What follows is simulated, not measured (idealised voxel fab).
The name of this process module is voxel released beams.
This is section cut - it's 220 nm across, gridded in 5 nm square cells.
A cross-section in this document is a grid of square cells, and it is written down as bands, the top band listed before the ones below it; a band is made up of one or more rows of cells. Within each band entry, the heights of the top and of the bottom of the band appear first, in that order and in nm; the materials of the band then follow from left to right, each with its corresponding width in nm. The designation "full width" on a single material indicates that it fills the band from edge to edge; the designation "blank" indicates empty space. Height reference: 0 = level under which incoming wafer is all one material. Lowest band: no bottom, runs on downward, e.g. "0 down". Width "30..40": first value at the band's top row of cells, second value at its bottom row, equal change from row to row. "remained unchanged", as given for a step, is the statement that not any cell of the cross-section underwent a change during that step. For the entry "Closed void register", the listed items are empty spaces with no open way to the top whose size is 8 cells or more; each item follows the pattern width x height at distance, where distance is from the left edge and all three are in nm. Anything after a step's settings on that line? It's the simulator's own note about the step. What "overlay nm" on a step's line means: if the step has a mask, that mask lay this far to the right of its planned place, or, when the value is negative, to the left.
The process steps that were planned are listed below
1) RECEIVE [material Si]
2) CONFORMAL_DEP [material SiN] [thk nm 5]
3) DIRECTIONAL_DEP [material SiO2] [thk nm 15]
4) DIRECTIONAL_DEP [material aC] [thk nm 15]
5) PATTERN [tone open] [mask id ANCHOR] [material resist] [width nm 30] [thk nm 30] [overlay nm 0]
6) DIRECTIONAL_ETCH [etch materials aC] [depth nm 15]
7) STRIP [etch materials resist]
8) DIRECTIONAL_ETCH [etch materials SiO2] [depth nm 15]
9) STRIP [etch materials aC]
10) CONFORMAL_DEP [material W] [thk nm 10]
11) DIRECTIONAL_DEP [material aC] [thk nm 10]
12) PATTERN [tone cover] [mask id BEAM] [material resist] [width nm 105] [thk nm 25] [overlay nm 0]
13) DIRECTIONAL_ETCH [etch materials aC] [depth nm 10]
14) STRIP [etch materials resist]
15) DIRECTIONAL_ETCH [etch materials W] [depth nm 10]
16) STRIP [etch materials aC]
17) STRIP [etch materials SiO2]
Of two wafers, the first: run according to plan
Wafer as received: cross-section following step 1
* 0 down | Si full width
* Closed void register: none
Step 2 done - wafer cross-section
* 5 to 0 | SiN full width
* No changes below 0.
Step 3 done - wafer cross-section
* 20 to 5 | SiO2 full width
* No changes below 5.
Step 4 done - wafer cross-section
* 35 to 20 | aC full width
* No changes below 20.
Step 5 done - wafer cross-section
* 65 to 35 | resist 60, blank 30, resist 130
* No changes below 35.
Step 6 done - wafer cross-section
* 50 to 35 | resist 60, blank 30, resist 130
* 35 to 20 | aC 60, blank 30, aC 130
* No changes below 20.
Step 7 done - wafer cross-section
* 35 to 20 | aC 60, blank 30, aC 130
* No changes below 20.
Step 8 done - wafer cross-section
* 35 to 20 | aC 60, blank 30, aC 130
* 20 to 5 | SiO2 60, blank 30, SiO2 130
* No changes below 5.
Step 9 done - wafer cross-section
* 20 to 5 | SiO2 60, blank 30, SiO2 130
* No changes below 5.
Step 10 done - wafer cross-section
* 30 to 20 | W 70, blank 10, W 140
* 20 to 15 | SiO2 60, W 10, blank 10, W 10, SiO2 130
* 15 to 5 | SiO2 60, W 30, SiO2 130
* No changes below 5.
Step 11 done - wafer cross-section
* 40 to 30 | aC 70, blank 10, aC 140
* 30 to 25 | W 70, blank 10, W 140
* 25 to 20 | W 70, aC 10, W 140
* 20 to 15 | SiO2 60, W 10, aC 10, W 10, SiO2 130
* No changes below 15.
Step 12 done - wafer cross-section
* 65 to 40 | blank 55, resist 105, blank 60
* 40 to 30 | aC 70, resist 10, aC 140
* 30 to 25 | W 70, resist 10, W 140
* No changes below 25.
Step 13 done - wafer cross-section
* 55 to 40 | blank 55, resist 105, blank 60
* 40 to 30 | blank 55, aC 15, resist 10, aC 80, blank 60
* No changes below 30.
Step 14 done - wafer cross-section
* 40 to 30 | blank 55, aC 15, blank 10, aC 80, blank 60
* 30 to 25 | W 70, blank 10, W 140
* No changes below 25.
Step 15 done - wafer cross-section
* 40 to 30 | blank 55, aC 15, blank 10, aC 80, blank 60
* 30 to 25 | blank 55, W 15, blank 10, W 80, blank 60
* 25 to 20 | blank 55, W 15, aC 10, W 80, blank 60
* No changes below 20.
Step 16 done - wafer cross-section
* 30 to 20 | blank 55, W 15, blank 10, W 80, blank 60
* 20 to 15 | SiO2 60, W 10, blank 10, W 10, SiO2 130
* No changes below 15.
Step 17 done - wafer cross-section
* 30 to 20 | blank 55, W 15, blank 10, W 80, blank 60
* 20 to 15 | blank 60, W 10, blank 10, W 10, blank 130
* 15 to 5 | blank 60, W 30, blank 130
* No changes below 5.
Here the second wafer is described. Its start and its plan were those of the first wafer. Its run contained one mistake. Up to and including step 1, it did exactly what the first wafer did
Cross-section of the second wafer when, according to plan, step 2 should have finished
* 5 to 0 | W full width
* No changes below 0.
Cross-section of the second wafer when, according to plan, step 3 should have finished
* 20 to 5 | SiO2 full width
* No changes below 5.
Cross-section of the second wafer when, according to plan, step 4 should have finished
* 35 to 20 | aC full width
* No changes below 20.
Cross-section of the second wafer when, according to plan, step 5 should have finished
* 65 to 35 | resist 60, blank 30, resist 130
* No changes below 35.
Cross-section of the second wafer when, according to plan, step 6 should have finished
* 50 to 35 | resist 60, blank 30, resist 130
* 35 to 20 | aC 60, blank 30, aC 130
* No changes below 20.
Cross-section of the second wafer when, according to plan, step 7 should have finished
* 35 to 20 | aC 60, blank 30, aC 130
* No changes below 20.
Cross-section of the second wafer when, according to plan, step 8 should have finished
* 35 to 20 | aC 60, blank 30, aC 130
* 20 to 5 | SiO2 60, blank 30, SiO2 130
* No changes below 5.
Cross-section of the second wafer when, according to plan, step 9 should have finished
* 20 to 5 | SiO2 60, blank 30, SiO2 130
* No changes below 5.
Cross-section of the second wafer when, according to plan, step 10 should have finished
* 30 to 20 | W 70, blank 10, W 140
* 20 to 15 | SiO2 60, W 10, blank 10, W 10, SiO2 130
* 15 to 5 | SiO2 60, W 30, SiO2 130
* No changes below 5.
Cross-section of the second wafer when, according to plan, step 11 should have finished
* 40 to 30 | aC 70, blank 10, aC 140
* 30 to 25 | W 70, blank 10, W 140
* 25 to 20 | W 70, aC 10, W 140
* 20 to 15 | SiO2 60, W 10, aC 10, W 10, SiO2 130
* No changes below 15.
Cross-section of the second wafer when, according to plan, step 12 should have finished
* 65 to 40 | blank 55, resist 105, blank 60
* 40 to 30 | aC 70, resist 10, aC 140
* 30 to 25 | W 70, resist 10, W 140
* No changes below 25.
Cross-section of the second wafer when, according to plan, step 13 should have finished
* 55 to 40 | blank 55, resist 105, blank 60
* 40 to 30 | blank 55, aC 15, resist 10, aC 80, blank 60
* No changes below 30.
Cross-section of the second wafer when, according to plan, step 14 should have finished
* 40 to 30 | blank 55, aC 15, blank 10, aC 80, blank 60
* 30 to 25 | W 70, blank 10, W 140
* No changes below 25.
Cross-section of the second wafer when, according to plan, step 15 should have finished
* 40 to 30 | blank 55, aC 15, blank 10, aC 80, blank 60
* 30 to 25 | blank 55, W 15, blank 10, W 80, blank 60
* 25 to 20 | blank 55, W 15, aC 10, W 80, blank 60
* No changes below 20.
Cross-section of the second wafer when, according to plan, step 16 should have finished
* 30 to 20 | blank 55, W 15, blank 10, W 80, blank 60
* 20 to 15 | SiO2 60, W 10, blank 10, W 10, SiO2 130
* No changes below 15.
Cross-section of the second wafer when, according to plan, step 17 should have finished
* 30 to 20 | blank 55, W 15, blank 10, W 80, blank 60
* 20 to 15 | blank 60, W 10, blank 10, W 10, blank 130
* 15 to 5 | blank 60, W 30, blank 130
* No changes below 5.
Nonconformance to the process plan: step 2 ran differently from the plan; actual operation with settings: CONFORMAL_DEP [material W] [thk nm 5]
Cell-count delta at end, second wafer over first, by material: -44 SiN, +44 W
